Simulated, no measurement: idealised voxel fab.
Proc. module: voxel wiring stack
Section cut is 170 nm wide and gridded with 5 nm square cells.
In this document a cross-section is written as a grid of square cells. It is given as a series of bands, listed from the top down, and a band is one or more rows of cells.
It is stipulated that each band's entry specify, in nanometres, the height of the top of the band and then that of its bottom, followed by the materials of the band in left-to-right sequence, each together with its width in nanometres. A single material marked by the word "throughout" is understood to fill the band from edge to edge; the word "blank" is understood to denote empty space.
Heights are expressed relative to 0, this being the level below which the as-received wafer comprises one material exclusively. The lowest band is unbounded in the downward direction and is denoted as in "from 0 down".
With a width like "30->40", each row of cells in the band differs from the next by the same amount, the top row carrying the first number and the bottom row the second.
Step marked "no alterations made"? Then no cell in the cross-section changed in it.
Closed-off voids of 8+ cells (no open route to the top) go in "Closed internal cavities", written width x height at distance from the left edge, in nm.
The remark found on a step's line after its settings is issued by the simulator itself and pertains to that step.
A step's line can hold "overlay nm"; with a mask on that step, the setting says how far right of the planned place the mask lay, while a negative setting says it lay to the left.
### Steps planned for the process
1,RECEIVE | material Si
2,CONFORMAL_DEP | material SiO2 | thk nm 10
3,CONFORMAL_DEP | material SiN | thk nm 5
4,DIRECTIONAL_DEP | material lowk | thk nm 15
5,PATTERN | tone open | mask id METAL_1 | material resist | width nm 20 | pitch nm 35 | thk nm 20 | overlay nm 0
6,DIRECTIONAL_ETCH | etch materials lowk | depth nm 15
7,DIRECTIONAL_ETCH | etch materials SiN | depth nm 5
8,STRIP | etch materials resist
9,CONFORMAL_DEP | material TiN | thk nm 5
10,FILL_DEP | material Ru | thk nm 10
11,CMP | height nm 30
12,EPI | material Ru | thk nm 5
13,FILL_DEP | material SiCN | thk nm 5
14,DIRECTIONAL_DEP | material SiO2 | thk nm 5
15,DIRECTIONAL_DEP | material aC | thk nm 15
16,PATTERN | tone open | mask id PLUG_1 | material resist | width nm 15 | pitch nm 35 | thk nm 35 | overlay nm 0
17,DIRECTIONAL_ETCH | etch materials aC | depth nm 15
18,STRIP | etch materials resist
19,DIRECTIONAL_ETCH | etch materials SiO2 | depth nm 10
20,DIRECTIONAL_ETCH | etch materials SiCN | depth nm 5
21,STRIP | etch materials aC
22,EPI | material Ru | thk nm 10
23,EPI | material Ru | thk nm 5
24,CONFORMAL_DEP | material SiN | thk nm 5
25,DIRECTIONAL_DEP | material lowk | thk nm 15
26,MASKED_ETCH | tone open | mask id METAL_2 | width nm 20 | pitch nm 35 | etch materials lowk | depth nm 15 | overlay nm 0
27,MASKED_ETCH | tone open | mask id METAL_2 | width nm 20 | pitch nm 35 | etch materials SiN | depth nm 5 | overlay nm 0
28,CONFORMAL_DEP | material TiN | thk nm 5
29,FILL_DEP | material W | thk nm 5
30,CMP | height nm 70
31,EPI | material Ru | thk nm 5
32,FILL_DEP | material SiCN | thk nm 5
33,DIRECTIONAL_DEP | material SiO2 | thk nm 30
34,MASKED_ETCH | tone open | mask id METAL_3 | width nm 20 | pitch nm 35 | etch materials SiO2 | depth nm 15 | overlay nm 0
35,PATTERN | tone open | mask id METAL_3_HOLES | material resist | width nm 15 | pitch nm 35 | thk nm 15 | overlay nm 0
36,DIRECTIONAL_ETCH | etch materials SiO2 | depth nm 15
37,DIRECTIONAL_ETCH | etch materials SiCN | depth nm 5
38,STRIP | etch materials resist
39,CONFORMAL_DEP | material TiN | thk nm 5
40,FILL_DEP | material Ru | thk nm 10
41,CMP | height nm 110
42,CONFORMAL_DEP | material SiN | thk nm 5
Keep in mind the plan's value for the thk nm of step 14 comes from the first wafer; the wafers don't share that setting, but they do share the same starting point.
### Cross-section, first of several wafers, as delivered after step 1
- from 0 down: Si throughout
- Closed internal cavities: none
### So in this table every wafer gets its own row, and what you see is where it stands at the end of the module: for each material, how many cells it picked up (+) or gave up (-) since we received it, and after that its closed voids
thk nm 5 | +155 Ru | +57 SiCN | +78 SiN | +210 SiO2 | +150 TiN | +24 W | +108 lowk | Closed internal cavities: none
thk nm 10 | +140 Ru | +64 SiCN | +70 SiN | +232 SiO2 | +144 TiN | +24 W | +108 lowk | Closed internal cavities: none
thk nm 15 | +104 Ru | +76 SiCN | +86 SiN | +266 SiO2 | +144 TiN | +16 W | +90 lowk | Closed internal cavities: none
thk nm 20 | +104 Ru | +76 SiCN | +86 SiN | +300 SiO2 | +136 TiN | +8 W | +72 lowk | Closed internal cavities: none
thk nm 25 | +104 Ru | +76 SiCN | +86 SiN | +334 SiO2 | +128 TiN | +54 lowk | Closed internal cavities: none
